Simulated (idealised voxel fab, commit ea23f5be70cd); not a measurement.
process module | voxel released beams
cross-section cut | 170 nm wide | cells 5 nm
A cross-section is a grid of square cells, given in bands from the top down. A band is one or more rows of cells.
Each band's line starts with the height of the band's top and of its bottom, in nm. Then come its materials from left to right, each with its width in nm. One material with "throughout" fills the band from edge to edge. "air" is empty space.
Height 0 is the level under which the wafer as received is all one material. The lowest band goes on downwards, as in "0 down".
A width such as "30 to 40" changes by the same amount from each row of cells to the next, from the band's top row to its bottom row.
"no change" after a step means that no cell of the cross-section changed.
closed voids: empty space of 8 cells or more with no open way to the top, each as width x height at its distance from the left edge, in nm
after a step's settings: what the simulator itself notes on the step
overlay nm, on a step with a mask: how far to the right of its planned place the mask lay; to the left if negative
plan
1 op RECEIVE | material Si
2 op CONFORMAL_DEP | material SiN | thk nm 5
3 op DIRECTIONAL_DEP | material SiO2 | thk nm 10
4 op DIRECTIONAL_DEP | material aC | thk nm 10
5 op PATTERN | tone open | mask id ANCHOR | material resist | width nm 25 | thk nm 25 | overlay nm 0
6 op DIRECTIONAL_ETCH | etch materials aC | depth nm 10
7 op STRIP | etch materials resist
8 op DIRECTIONAL_ETCH | etch materials SiO2 | depth nm 10
9 op STRIP | etch materials aC
10 op CONFORMAL_DEP | material TiN | thk nm 10
11 op DIRECTIONAL_DEP | material aC | thk nm 15
12 op PATTERN | tone cover | mask id BEAM | material resist | width nm 85 | thk nm 35 | overlay nm 0
13 op DIRECTIONAL_ETCH | etch materials aC | depth nm 15
14 op STRIP | etch materials resist
15 op DIRECTIONAL_ETCH | etch materials TiN | depth nm 5
16 op STRIP | etch materials aC
17 op STRIP | etch materials SiO2
varied across the wafers: depth nm of step 15. The plan shows the first wafer's value. All wafers start alike
first wafer as received, after step 1
  0 down: Si throughout
  closed voids: none
each wafer at the end: cells of each material gained (+) or lost (-) since it was received, then its closed voids
depth nm 5 | +34 SiN | +58 SiO2 | +59 TiN | closed voids: none
depth nm 10 | +34 SiN | +42 TiN | closed voids: none
depth nm 15 | +34 SiN | +42 TiN | closed voids: none
depth nm 20 | +34 SiN | +42 TiN | closed voids: none
depth nm 25 | +34 SiN | +42 TiN | closed voids: none
